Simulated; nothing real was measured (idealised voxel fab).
voxel air gaps: a process module
The cross-section shown here is cut; it is 240 nm wide and divided into square cells measuring 5 nm on a side.
Cross-section format: a grid of square cells, given as bands from top to bottom; each band is one or more rows of cells.
Read a band's entry like this: the first values are the height of its top and the height of its bottom in nm, and what follows is the sequence of materials from left to right, each with its width in nm. Note that "air" is empty space, and that a single material marked "full width" reaches across the band from edge to edge.
Heads up on the height convention: 0 is the point under which the incoming wafer is all one material, and the lowest band has no bottom, it just keeps going down, like "0 nm and below".
It should be noted that a width expressed as "30..40" varies in equal increments from row to row of cells within the band, taking the value of the first number at the top row and that of the second number at the bottom row.
Key: "stayed the same" - step with no changed cell in the cross-section.
Enclosed voids (no open way to top), threshold 8 cells or more, entry "Closed void listing", notation width x height at distance, distance from left edge, nm.
Formally, on a step line, whatever follows the settings is a remark that the simulator itself makes on the step.
overlay nm: how far to the right of its planned place the mask lay on this masked step (negative: to the left).

# Set out below are the planned steps of the process
1: RECEIVE (material Si)
2: CONFORMAL_DEP (material SiO2; thk nm 10)
3: CONFORMAL_DEP (material SiCN; thk nm 5)
4: DIRECTIONAL_DEP (material lowk; thk nm 35)
5: DIRECTIONAL_DEP (material aC; thk nm 15)
6: PATTERN (tone open; mask id LINES; material resist; width nm 25; pitch nm 50; thk nm 35; overlay nm 0)
7: DIRECTIONAL_ETCH (etch materials aC; depth nm 15)
8: STRIP (etch materials resist)
9: DIRECTIONAL_ETCH (etch materials lowk; depth nm 35)
10: STRIP (etch materials aC)
11: CONFORMAL_DEP (material TiN; thk nm 5)
12: FILL_DEP (material Cu; thk nm 10)
13: CMP (height nm 50)
14: EPI (material Ru; thk nm 10)
15: SELECTIVE_ETCH (etch materials lowk; depth nm 45)
16: CONFORMAL_DEP (material SiCN; thk nm 5)

# Below: the first of two wafers, run as planned

# Shown in cross-section is the wafer as received, that is, as it stands after step 1
	0 nm and below: Si full width
	Closed void listing: none

# How the wafer stands in section after step 2
	10 nm to 0 nm: SiO2 full width
	All layers under 0 are left as they were.

# How the wafer stands in section after step 3
	15 nm to 10 nm: SiCN full width
	All layers under 10 are left as they were.

# How the wafer stands in section after step 4
	50 nm to 15 nm: lowk full width
	All layers under 15 are left as they were.

# How the wafer stands in section after step 5
	65 nm to 50 nm: aC full width
	All layers under 50 are left as they were.

# How the wafer stands in section after step 6
	100 nm to 65 nm: resist (30), then air (25), then resist (25), then air (25), then resist (25), then air (25), then resist (25), then air (25), then resist (35)
	All layers under 65 are left as they were.

# How the wafer stands in section after step 7
	85 nm to 65 nm: resist (30), then air (25), then resist (25), then air (25), then resist (25), then air (25), then resist (25), then air (25), then resist (35)
	65 nm to 50 nm: aC (30), then air (25), then aC (25), then air (25), then aC (25), then air (25), then aC (25), then air (25), then aC (35)
	All layers under 50 are left as they were.

# How the wafer stands in section after step 8
	65 nm to 50 nm: aC (30), then air (25), then aC (25), then air (25), then aC (25), then air (25), then aC (25), then air (25), then aC (35)
	All layers under 50 are left as they were.

# How the wafer stands in section after step 9
	65 nm to 50 nm: aC (30), then air (25), then aC (25), then air (25), then aC (25), then air (25), then aC (25), then air (25), then aC (35)
	50 nm to 15 nm: lowk (30), then air (25), then lowk (25), then air (25), then lowk (25), then air (25), then lowk (25), then air (25), then lowk (35)
	All layers under 15 are left as they were.

# How the wafer stands in section after step 10
	50 nm to 15 nm: lowk (30), then air (25), then lowk (25), then air (25), then lowk (25), then air (25), then lowk (25), then air (25), then lowk (35)
	All layers under 15 are left as they were.

# How the wafer stands in section after step 11
	55 nm to 50 nm: TiN (35), then air (15), then TiN (35), then air (15), then TiN (35), then air (15), then TiN (35), then air (15), then TiN (40)
	50 nm to 20 nm: lowk (30), then TiN (5), then air (15), then TiN (5), then lowk (25), then TiN (5), then air (15), then TiN (5), then lowk (25), then TiN (5), then air (15), then TiN (5), then lowk (25), then TiN (5), then air (15), then TiN (5), then lowk (35)
	20 nm to 15 nm: lowk (30), then TiN (25), then lowk (25), then TiN (25), then lowk (25), then TiN (25), then lowk (25), then TiN (25), then lowk (35)
	All layers under 15 are left as they were.

# How the wafer stands in section after step 12
	65 nm to 55 nm: Cu full width
	55 nm to 50 nm: TiN (35), then Cu (15), then TiN (35), then Cu (15), then TiN (35), then Cu (15), then TiN (35), then Cu (15), then TiN (40)
	50 nm to 20 nm: lowk (30), then TiN (5), then Cu (15), then TiN (5), then lowk (25), then TiN (5), then Cu (15), then TiN (5), then lowk (25), then TiN (5), then Cu (15), then TiN (5), then lowk (25), then TiN (5), then Cu (15), then TiN (5), then lowk (35)
	All layers under 20 are left as they were.

# How the wafer stands in section after step 13
	50 nm to 20 nm: lowk (30), then TiN (5), then Cu (15), then TiN (5), then lowk (25), then TiN (5), then Cu (15), then TiN (5), then lowk (25), then TiN (5), then Cu (15), then TiN (5), then lowk (25), then TiN (5), then Cu (15), then TiN (5), then lowk (35)
	All layers under 20 are left as they were.

# How the wafer stands in section after step 14
	60 nm to 50 nm: air (20), then Ru (45), then air (5), then Ru (45), then air (5), then Ru (45), then air (5), then Ru (45), then air (25)
	All layers under 50 are left as they were.

# How the wafer stands in section after step 15
	60 nm to 50 nm: air (20), then Ru (45), then air (5), then Ru (45), then air (5), then Ru (45), then air (5), then Ru (45), then air (25)
	50 nm to 20 nm: air (30), then TiN (5), then Cu (15), then TiN (5), then air (25), then TiN (5), then Cu (15), then TiN (5), then air (25), then TiN (5), then Cu (15), then TiN (5), then air (25), then TiN (5), then Cu (15), then TiN (5), then air (35)
	20 nm to 15 nm: air (30), then TiN (25), then air (25), then TiN (25), then air (25), then TiN (25), then air (25), then TiN (25), then air (35)
	All layers under 15 are left as they were.

# How the wafer stands in section after step 16
	65 nm to 60 nm: air (15), then SiCN (205), then air (20)
	60 nm to 50 nm: air (15), then SiCN (5), then Ru (45), then SiCN (5), then Ru (45), then SiCN (5), then Ru (45), then SiCN (5), then Ru (45), then SiCN (5), then air (20)
	50 nm to 45 nm: air (15), then SiCN (15), then TiN (5), then Cu (15), then TiN (5), then SiCN (25), then TiN (5), then Cu (15), then TiN (5), then SiCN (25), then TiN (5), then Cu (15), then TiN (5), then SiCN (25), then TiN (5), then Cu (15), then TiN (5), then SiCN (15), then air (20)
	45 nm to 20 nm: air (25), then SiCN (5), then TiN (5), then Cu (15), then TiN (5), then SiCN (5), then air (15), then SiCN (5), then TiN (5), then Cu (15), then TiN (5), then SiCN (5), then air (15), then SiCN (5), then TiN (5), then Cu (15), then TiN (5), then SiCN (5), then air (15), then SiCN (5), then TiN (5), then Cu (15), then TiN (5), then SiCN (5), then air (30)
	20 nm to 15 nm: SiCN (30), then TiN (25), then SiCN (25), then TiN (25), then SiCN (25), then TiN (25), then SiCN (25), then TiN (25), then SiCN (35)
	All layers under 15 are left as they were.
	Closed void listing: 15 x 25 at 60; 15 x 25 at 110; 15 x 25 at 160

# What follows concerns the second wafer, which started out like the first and was meant to follow the very same plan; one mistake crept in when it was run, but everything up to and including step 5 is the same as for the first wafer

# Second wafer, cut view, end of step 6 per plan
	100 nm to 65 nm: resist (25), then air (35), then resist (15), then air (35), then resist (15), then air (35), then resist (15), then air (35), then resist (30)
	All layers under 65 are left as they were.

# Second wafer, cut view, end of step 7 per plan
	85 nm to 65 nm: resist (25), then air (35), then resist (15), then air (35), then resist (15), then air (35), then resist (15), then air (35), then resist (30)
	65 nm to 50 nm: aC (25), then air (35), then aC (15), then air (35), then aC (15), then air (35), then aC (15), then air (35), then aC (30)
	All layers under 50 are left as they were.

# Second wafer, cut view, end of step 8 per plan
	65 nm to 50 nm: aC (25), then air (35), then aC (15), then air (35), then aC (15), then air (35), then aC (15), then air (35), then aC (30)
	All layers under 50 are left as they were.

# Second wafer, cut view, end of step 9 per plan
	65 nm to 50 nm: aC (25), then air (35), then aC (15), then air (35), then aC (15), then air (35), then aC (15), then air (35), then aC (30)
	50 nm to 15 nm: lowk (25), then air (35), then lowk (15), then air (35), then lowk (15), then air (35), then lowk (15), then air (35), then lowk (30)
	All layers under 15 are left as they were.

# Second wafer, cut view, end of step 10 per plan
	50 nm to 15 nm: lowk (25), then air (35), then lowk (15), then air (35), then lowk (15), then air (35), then lowk (15), then air (35), then lowk (30)
	All layers under 15 are left as they were.

# Second wafer, cut view, end of step 11 per plan
	55 nm to 50 nm: TiN (30), then air (25), then TiN (25), then air (25), then TiN (25), then air (25), then TiN (25), then air (25), then TiN (35)
	50 nm to 20 nm: lowk (25), then TiN (5), then air (25), then TiN (5), then lowk (15), then TiN (5), then air (25), then TiN (5), then lowk (15), then TiN (5), then air (25), then TiN (5), then lowk (15), then TiN (5), then air (25), then TiN (5), then lowk (30)
	20 nm to 15 nm: lowk (25), then TiN (35), then lowk (15), then TiN (35), then lowk (15), then TiN (35), then lowk (15), then TiN (35), then lowk (30)
	All layers under 15 are left as they were.

# Second wafer, cut view, end of step 12 per plan
	65 nm to 55 nm: Cu full width
	55 nm to 50 nm: TiN (30), then Cu (25), then TiN (25), then Cu (25), then TiN (25), then Cu (25), then TiN (25), then Cu (25), then TiN (35)
	50 nm to 20 nm: lowk (25), then TiN (5), then Cu (25), then TiN (5), then lowk (15), then TiN (5), then Cu (25), then TiN (5), then lowk (15), then TiN (5), then Cu (25), then TiN (5), then lowk (15), then TiN (5), then Cu (25), then TiN (5), then lowk (30)
	All layers under 20 are left as they were.

# Second wafer, cut view, end of step 13 per plan
	50 nm to 20 nm: lowk (25), then TiN (5), then Cu (25), then TiN (5), then lowk (15), then TiN (5), then Cu (25), then TiN (5), then lowk (15), then TiN (5), then Cu (25), then TiN (5), then lowk (15), then TiN (5), then Cu (25), then TiN (5), then lowk (30)
	All layers under 20 are left as they were.

# Second wafer, cut view, end of step 14 per plan
	60 nm to 50 nm: air (15), then Ru (205), then air (20)
	All layers under 50 are left as they were.

# Second wafer, cut view, end of step 15 per plan
	60 nm to 50 nm: air (15), then Ru (205), then air (20)
	50 nm to 20 nm: air (25), then TiN (5), then Cu (25), then TiN (5), then lowk (15), then TiN (5), then Cu (25), then TiN (5), then lowk (15), then TiN (5), then Cu (25), then TiN (5), then lowk (15), then TiN (5), then Cu (25), then TiN (5), then air (30)
	20 nm to 15 nm: air (25), then TiN (35), then lowk (15), then TiN (35), then lowk (15), then TiN (35), then lowk (15), then TiN (35), then air (30)
	All layers under 15 are left as they were.

# Second wafer, cut view, end of step 16 per plan
	65 nm to 60 nm: air (10), then SiCN (215), then air (15)
	60 nm to 50 nm: air (10), then SiCN (5), then Ru (205), then SiCN (5), then air (15)
	50 nm to 45 nm: air (10), then SiCN (15), then TiN (5), then Cu (25), then TiN (5), then lowk (15), then TiN (5), then Cu (25), then TiN (5), then lowk (15), then TiN (5), then Cu (25), then TiN (5), then lowk (15), then TiN (5), then Cu (25), then TiN (5), then SiCN (15), then air (15)
	45 nm to 20 nm: air (20), then SiCN (5), then TiN (5), then Cu (25), then TiN (5), then lowk (15), then TiN (5), then Cu (25), then TiN (5), then lowk (15), then TiN (5), then Cu (25), then TiN (5), then lowk (15), then TiN (5), then Cu (25), then TiN (5), then SiCN (5), then air (25)
	20 nm to 15 nm: SiCN (25), then TiN (35), then lowk (15), then TiN (35), then lowk (15), then TiN (35), then lowk (15), then TiN (35), then SiCN (30)
	All layers under 15 are left as they were.
What broke from the plan during processing? step 6 ran with different settings than intended, the actual operation and settings being PATTERN (tone open; mask id LINES; material resist; width nm 35; pitch nm 50; thk nm 35; overlay nm 0)
Final tally in cells, some materials are higher or lower on the second wafer than on the first: Cu +48, Ru +10, SiCN -66, TiN +8, lowk +63
closed voids at the end (first wafer, second wafer): 3, 0
